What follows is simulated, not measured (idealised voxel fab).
The following process module bears the name voxel double patterning.
Shown is cross-section cut, with a width of 170 nm and square cells of size 5 nm.
Just so we're on the same page, the cross-sections are grids of square cells, and they're listed out in bands top to bottom, each band one or more rows deep. Top, bottom (nm), then materials left to right with widths (nm); lone material tagged "all across" fills the whole band edge to edge; "blank" = empty space. Counting heights begins at 0, where everything beneath is, in the wafer as received, one material. The lowest band has no bottom; it goes on downwards, as "0..down" shows. Graded width ("30 to 40"): value in top row of band = first number; value in bottom row = second number; row-to-row change constant. What does "no modifications" mean for a step? It means no cell of the cross-section changed in that step. "Closed internal voids": sealed empty spaces, 8 cells or more, no open way to top, listed width x height at distance, with distance from the left edge and width, height and distance in nm. What comes after the settings on a step's line is commentary from the simulator itself on that step. Steps that use a mask can have "overlay nm" on their line. It says how far the mask sat to the right of where it was meant to be. Negative means to the left.

[Intended process steps]
- 1: RECEIVE,material Si
- 2: CONFORMAL_DEP,material SiN,thk nm 5
- 3: DIRECTIONAL_DEP,material SiO2,thk nm 10
- 4: DIRECTIONAL_DEP,material SiCN,thk nm 5
- 5: DIRECTIONAL_DEP,material aC,thk nm 10
- 6: PATTERN,tone open,mask id FIRST,material resist,width nm 15,pitch nm 50,thk nm 30,overlay nm 0
- 7: DIRECTIONAL_ETCH,etch materials aC,depth nm 10
- 8: STRIP,etch materials resist
- 9: DIRECTIONAL_ETCH,etch materials SiCN,depth nm 5
- 10: STRIP,etch materials aC
- 11: PATTERN,tone open,mask id SECOND,material resist,width nm 15,pitch nm 50,thk nm 20,overlay nm 0
- 12: DIRECTIONAL_ETCH,etch materials SiCN,depth nm 5
- 13: STRIP,etch materials resist
- 14: DIRECTIONAL_ETCH,etch materials SiO2,depth nm 10
- 15: STRIP,etch materials SiCN

[Wafer, first of two, run as planned]

[Incoming wafer in cross-section (state: after step 1)]
> 0..down: Si all across
> Closed internal voids: none

[The following cross-section depicts the wafer upon completion of step 2]
> 5..0: SiN all across
> No changes below 0.

[The following cross-section depicts the wafer upon completion of step 3]
> 15..5: SiO2 all across
> No changes below 5.

[The following cross-section depicts the wafer upon completion of step 4]
> 20..15: SiCN all across
> No changes below 15.

[The following cross-section depicts the wafer upon completion of step 5]
> 30..20: aC all across
> No changes below 20.

[The following cross-section depicts the wafer upon completion of step 6]
> 60..30: resist: 25 | blank: 15 | resist: 35 | blank: 15 | resist: 35 | blank: 15 | resist: 30
> No changes below 30.

[The following cross-section depicts the wafer upon completion of step 7]
> 50..30: resist: 25 | blank: 15 | resist: 35 | blank: 15 | resist: 35 | blank: 15 | resist: 30
> 30..20: aC: 25 | blank: 15 | aC: 35 | blank: 15 | aC: 35 | blank: 15 | aC: 30
> No changes below 20.

[The following cross-section depicts the wafer upon completion of step 8]
> 30..20: aC: 25 | blank: 15 | aC: 35 | blank: 15 | aC: 35 | blank: 15 | aC: 30
> No changes below 20.

[The following cross-section depicts the wafer upon completion of step 9]
> 30..20: aC: 25 | blank: 15 | aC: 35 | blank: 15 | aC: 35 | blank: 15 | aC: 30
> 20..15: SiCN: 25 | blank: 15 | SiCN: 35 | blank: 15 | SiCN: 35 | blank: 15 | SiCN: 30
> No changes below 15.

[The following cross-section depicts the wafer upon completion of step 10]
> 20..15: SiCN: 25 | blank: 15 | SiCN: 35 | blank: 15 | SiCN: 35 | blank: 15 | SiCN: 30
> No changes below 15.

[The following cross-section depicts the wafer upon completion of step 11]
> 40..20: resist: 50 | blank: 15 | resist: 35 | blank: 15 | resist: 55
> 20..15: SiCN: 25 | resist: 15 | SiCN: 35 | resist: 15 | SiCN: 35 | resist: 15 | SiCN: 30
> No changes below 15.

[The following cross-section depicts the wafer upon completion of step 12]
> 40..20: resist: 50 | blank: 15 | resist: 35 | blank: 15 | resist: 55
> 20..15: SiCN: 25 | resist: 15 | SiCN: 10 | blank: 15 | SiCN: 10 | resist: 15 | SiCN: 10 | blank: 15 | SiCN: 10 | resist: 15 | SiCN: 30
> No changes below 15.

[The following cross-section depicts the wafer upon completion of step 13]
> 20..15: SiCN: 25 | blank: 15 | SiCN: 10 | blank: 15 | SiCN: 10 | blank: 15 | SiCN: 10 | blank: 15 | SiCN: 10 | blank: 15 | SiCN: 30
> No changes below 15.

[The following cross-section depicts the wafer upon completion of step 14]
> 20..15: SiCN: 25 | blank: 15 | SiCN: 10 | blank: 15 | SiCN: 10 | blank: 15 | SiCN: 10 | blank: 15 | SiCN: 10 | blank: 15 | SiCN: 30
> 15..5: SiO2: 25 | blank: 15 | SiO2: 10 | blank: 15 | SiO2: 10 | blank: 15 | SiO2: 10 | blank: 15 | SiO2: 10 | blank: 15 | SiO2: 30
> No changes below 5.

[The following cross-section depicts the wafer upon completion of step 15]
> 15..5: SiO2: 25 | blank: 15 | SiO2: 10 | blank: 15 | SiO2: 10 | blank: 15 | SiO2: 10 | blank: 15 | SiO2: 10 | blank: 15 | SiO2: 30
> No changes below 5.

[second wafer: like start, like plan, one mistake. Through step 5 it matches the first wafer]

[What the second wafer looks like in cross-section when step 6 should have wrapped up]
> 60..30: resist: 30 | blank: 15 | resist: 35 | blank: 15 | resist: 35 | blank: 15 | resist: 25
> No changes below 30.

[What the second wafer looks like in cross-section when step 7 should have wrapped up]
> 50..30: resist: 30 | blank: 15 | resist: 35 | blank: 15 | resist: 35 | blank: 15 | resist: 25
> 30..20: aC: 30 | blank: 15 | aC: 35 | blank: 15 | aC: 35 | blank: 15 | aC: 25
> No changes below 20.

[What the second wafer looks like in cross-section when step 8 should have wrapped up]
> 30..20: aC: 30 | blank: 15 | aC: 35 | blank: 15 | aC: 35 | blank: 15 | aC: 25
> No changes below 20.

[What the second wafer looks like in cross-section when step 9 should have wrapped up]
> 30..20: aC: 30 | blank: 15 | aC: 35 | blank: 15 | aC: 35 | blank: 15 | aC: 25
> 20..15: SiCN: 30 | blank: 15 | SiCN: 35 | blank: 15 | SiCN: 35 | blank: 15 | SiCN: 25
> No changes below 15.

[What the second wafer looks like in cross-section when step 10 should have wrapped up]
> 20..15: SiCN: 30 | blank: 15 | SiCN: 35 | blank: 15 | SiCN: 35 | blank: 15 | SiCN: 25
> No changes below 15.

[What the second wafer looks like in cross-section when step 11 should have wrapped up]
> 40..20: resist: 50 | blank: 15 | resist: 35 | blank: 15 | resist: 55
> 20..15: SiCN: 30 | resist: 15 | SiCN: 35 | resist: 15 | SiCN: 35 | resist: 15 | SiCN: 25
> No changes below 15.

[What the second wafer looks like in cross-section when step 12 should have wrapped up]
> 40..20: resist: 50 | blank: 15 | resist: 35 | blank: 15 | resist: 55
> 20..15: SiCN: 30 | resist: 15 | SiCN: 5 | blank: 15 | SiCN: 15 | resist: 15 | SiCN: 5 | blank: 15 | SiCN: 15 | resist: 15 | SiCN: 25
> No changes below 15.

[What the second wafer looks like in cross-section when step 13 should have wrapped up]
> 20..15: SiCN: 30 | blank: 15 | SiCN: 5 | blank: 15 | SiCN: 15 | blank: 15 | SiCN: 5 | blank: 15 | SiCN: 15 | blank: 15 | SiCN: 25
> No changes below 15.

[What the second wafer looks like in cross-section when step 14 should have wrapped up]
> 20..15: SiCN: 30 | blank: 15 | SiCN: 5 | blank: 15 | SiCN: 15 | blank: 15 | SiCN: 5 | blank: 15 | SiCN: 15 | blank: 15 | SiCN: 25
> 15..5: SiO2: 30 | blank: 15 | SiO2: 5 | blank: 15 | SiO2: 15 | blank: 15 | SiO2: 5 | blank: 15 | SiO2: 15 | blank: 15 | SiO2: 25
> No changes below 5.

[What the second wafer looks like in cross-section when step 15 should have wrapped up]
> 15..5: SiO2: 30 | blank: 15 | SiO2: 5 | blank: 15 | SiO2: 15 | blank: 15 | SiO2: 5 | blank: 15 | SiO2: 15 | blank: 15 | SiO2: 25
> No changes below 5.
Error vs. plan: rather than as planned, step 6 actually ran as PATTERN,tone open,mask id FIRST,material resist,width nm 15,pitch nm 50,thk nm 30,overlay nm 5
The concluding comparison shows that, measured in cells, each material is equally abundant on both wafers, albeit at different positions.
